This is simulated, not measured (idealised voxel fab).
A process module follows: voxel gate over fins.
cross-section cut | 165 nm wide | cells 5 nm
Cross-section layout: square cells on a grid; listed as bands, top to bottom; a band spans one or more cell rows. Within each band entry, the heights of the top and of the bottom of the band appear first, in that order and in nm; the materials of the band then follow from left to right, each with its corresponding width in nm. The designation "throughout" on a single material indicates that it fills the band from edge to edge; the designation "air" indicates empty space. A quick word on heights: they are counted from 0, and under that level the wafer as it came to us is one material throughout. The lowest band is different from the rest in having no bottom; it simply continues downward, written as in "0..down". Quick explanation for "30..40": the width changes in equal steps down the rows of cells, from the first number in the band's top row to the second number in its bottom row. It should be understood that the words "stayed the same", when stated for a given step, signify that the cross-section underwent no change in any of its cells during that step. Voids not open to the top, 8 cells minimum: see "Voids, sealed". Written width x height at distance; distance is from the left edge; nm. What comes after the settings on a step's line is commentary from the simulator itself on that step. overlay nm: how far to the right of its planned place the mask lay on this masked step (negative: to the left).
Process steps foreseen in the plan
1,RECEIVE: material Si
2,CONFORMAL_DEP: material SiN, thk nm 5
3,MASKED_ETCH: tone cover, mask id FINS, width nm 15, pitch nm 40, etch materials SiN, depth nm 5, overlay nm 0
4,MASKED_ETCH: tone cover, mask id FINS, width nm 15, pitch nm 40, etch materials Si, depth nm 30, overlay nm 0
5,OXIDIZE: depth nm 5
6,FILL_DEP: material SiO2, thk nm 10
7,CMP: height nm 5
8,SELECTIVE_ETCH: etch materials SiO2, depth nm 15
9,STRIP: etch materials SiN
10,CONFORMAL_DEP: material HfO2, thk nm 5
11,CONFORMAL_DEP: material TiN, thk nm 5
12,CONFORMAL_DEP: material TiAl, thk nm 5
13,CONFORMAL_DEP: material TiN, thk nm 5
14,FILL_DEP: material W, thk nm 10
15,CMP: height nm 25
16,CONFORMAL_DEP: material SiN, thk nm 10
What follows covers the first of two wafers; it ran as planned
as received, after step 1
* 0..down | Si throughout
* Voids, sealed: none
The wafer in cross-section once step 2 is complete
* 5..0 | SiN throughout
* All layers under 0 are left as they were.
The wafer in cross-section once step 3 is complete
* 5..0 | 35 nm air; 15 nm SiN; 25 nm air; 15 nm SiN; 25 nm air; 15 nm SiN; 35 nm air
* All layers under 0 are left as they were.
The wafer in cross-section once step 4 is complete
* 5..0 | 35 nm air; 15 nm SiN; 25 nm air; 15 nm SiN; 25 nm air; 15 nm SiN; 35 nm air
* 0..-30 | 35 nm air; 15 nm Si; 25 nm air; 15 nm Si; 25 nm air; 15 nm Si; 35 nm air
* All layers under -30 are left as they were.
The wafer in cross-section once step 5 is complete
* 5..0 | 35 nm air; 15 nm SiN; 25 nm air; 15 nm SiN; 25 nm air; 15 nm SiN; 35 nm air
* 0..-30 | 35 nm air; 5 nm SiO2; 5 nm Si; 5 nm SiO2; 25 nm air; 5 nm SiO2; 5 nm Si; 5 nm SiO2; 25 nm air; 5 nm SiO2; 5 nm Si; 5 nm SiO2; 35 nm air
* -30..-35 | 40 nm SiO2; 5 nm Si; 35 nm SiO2; 5 nm Si; 35 nm SiO2; 5 nm Si; 40 nm SiO2
* All layers under -35 are left as they were.
The wafer in cross-section once step 6 is complete
* 15..5 | SiO2 throughout
* 5..0 | 35 nm SiO2; 15 nm SiN; 25 nm SiO2; 15 nm SiN; 25 nm SiO2; 15 nm SiN; 35 nm SiO2
* 0..-35 | 40 nm SiO2; 5 nm Si; 35 nm SiO2; 5 nm Si; 35 nm SiO2; 5 nm Si; 40 nm SiO2
* All layers under -35 are left as they were.
The wafer in cross-section once step 7 is complete
* 5..0 | 35 nm SiO2; 15 nm SiN; 25 nm SiO2; 15 nm SiN; 25 nm SiO2; 15 nm SiN; 35 nm SiO2
* All layers under 0 are left as they were.
The wafer in cross-section once step 8 is complete
* 5..0 | 35 nm air; 15 nm SiN; 25 nm air; 15 nm SiN; 25 nm air; 15 nm SiN; 35 nm air
* 0..-10 | 40 nm air; 5 nm Si; 35 nm air; 5 nm Si; 35 nm air; 5 nm Si; 40 nm air
* All layers under -10 are left as they were.
The wafer in cross-section once step 9 is complete
* 0..-10 | 40 nm air; 5 nm Si; 35 nm air; 5 nm Si; 35 nm air; 5 nm Si; 40 nm air
* All layers under -10 are left as they were.
The wafer in cross-section once step 10 is complete
* 5..0 | 35 nm air; 15 nm HfO2; 25 nm air; 15 nm HfO2; 25 nm air; 15 nm HfO2; 35 nm air
* 0..-5 | 35 nm air; 5 nm HfO2; 5 nm Si; 5 nm HfO2; 25 nm air; 5 nm HfO2; 5 nm Si; 5 nm HfO2; 25 nm air; 5 nm HfO2; 5 nm Si; 5 nm HfO2; 35 nm air
* -5..-10 | 40 nm HfO2; 5 nm Si; 35 nm HfO2; 5 nm Si; 35 nm HfO2; 5 nm Si; 40 nm HfO2
* All layers under -10 are left as they were.
The wafer in cross-section once step 11 is complete
* 10..5 | 30 nm air; 25 nm TiN; 15 nm air; 25 nm TiN; 15 nm air; 25 nm TiN; 30 nm air
* 5..0 | 30 nm air; 5 nm TiN; 15 nm HfO2; 5 nm TiN; 15 nm air; 5 nm TiN; 15 nm HfO2; 5 nm TiN; 15 nm air; 5 nm TiN; 15 nm HfO2; 5 nm TiN; 30 nm air
* 0..-5 | 35 nm TiN; 5 nm HfO2; 5 nm Si; 5 nm HfO2; 25 nm TiN; 5 nm HfO2; 5 nm Si; 5 nm HfO2; 25 nm TiN; 5 nm HfO2; 5 nm Si; 5 nm HfO2; 35 nm TiN
* All layers under -5 are left as they were.
The wafer in cross-section once step 12 is complete
* 15..10 | 25 nm air; 35 nm TiAl; 5 nm air; 35 nm TiAl; 5 nm air; 35 nm TiAl; 25 nm air
* 10..5 | 25 nm air; 5 nm TiAl; 25 nm TiN; 5 nm TiAl; 5 nm air; 5 nm TiAl; 25 nm TiN; 5 nm TiAl; 5 nm air; 5 nm TiAl; 25 nm TiN; 5 nm TiAl; 25 nm air
* 5..0 | 30 nm TiAl; 5 nm TiN; 15 nm HfO2; 5 nm TiN; 15 nm TiAl; 5 nm TiN; 15 nm HfO2; 5 nm TiN; 15 nm TiAl; 5 nm TiN; 15 nm HfO2; 5 nm TiN; 30 nm TiAl
* All layers under 0 are left as they were.
The wafer in cross-section once step 13 is complete
* 20..15 | 20 nm air; 125 nm TiN; 20 nm air
* 15..10 | 20 nm air; 5 nm TiN; 35 nm TiAl; 5 nm TiN; 35 nm TiAl; 5 nm TiN; 35 nm TiAl; 5 nm TiN; 20 nm air
* 10..5 | 25 nm TiN; 5 nm TiAl; 25 nm TiN; 5 nm TiAl; 5 nm TiN; 5 nm TiAl; 25 nm TiN; 5 nm TiAl; 5 nm TiN; 5 nm TiAl; 25 nm TiN; 5 nm TiAl; 25 nm TiN
* All layers under 5 are left as they were.
The wafer in cross-section once step 14 is complete
* 30..20 | W throughout
* 20..15 | 20 nm W; 125 nm TiN; 20 nm W
* 15..10 | 20 nm W; 5 nm TiN; 35 nm TiAl; 5 nm TiN; 35 nm TiAl; 5 nm TiN; 35 nm TiAl; 5 nm TiN; 20 nm W
* All layers under 10 are left as they were.
The wafer in cross-section once step 15 is complete
* 25..20 | W throughout
* All layers under 20 are left as they were.
The wafer in cross-section once step 16 is complete
* 35..25 | SiN throughout
* All layers under 25 are left as they were.
Now the other wafer: same start, same recipe, but we messed up one thing when running it. Up to and including step 15 it's the same as the first one
Cross-section, second wafer, at the end time the plan gives for step 16
* 40..25 | SiN throughout
* All layers under 25 are left as they were.
Heads up, the wafer didn't run the way we planned it: step 16: run off-plan, actual operation and settings CONFORMAL_DEP: material SiN, thk nm 15
End check, counted in cells, second wafer has more or fewer of these materials than the first: SiN +33
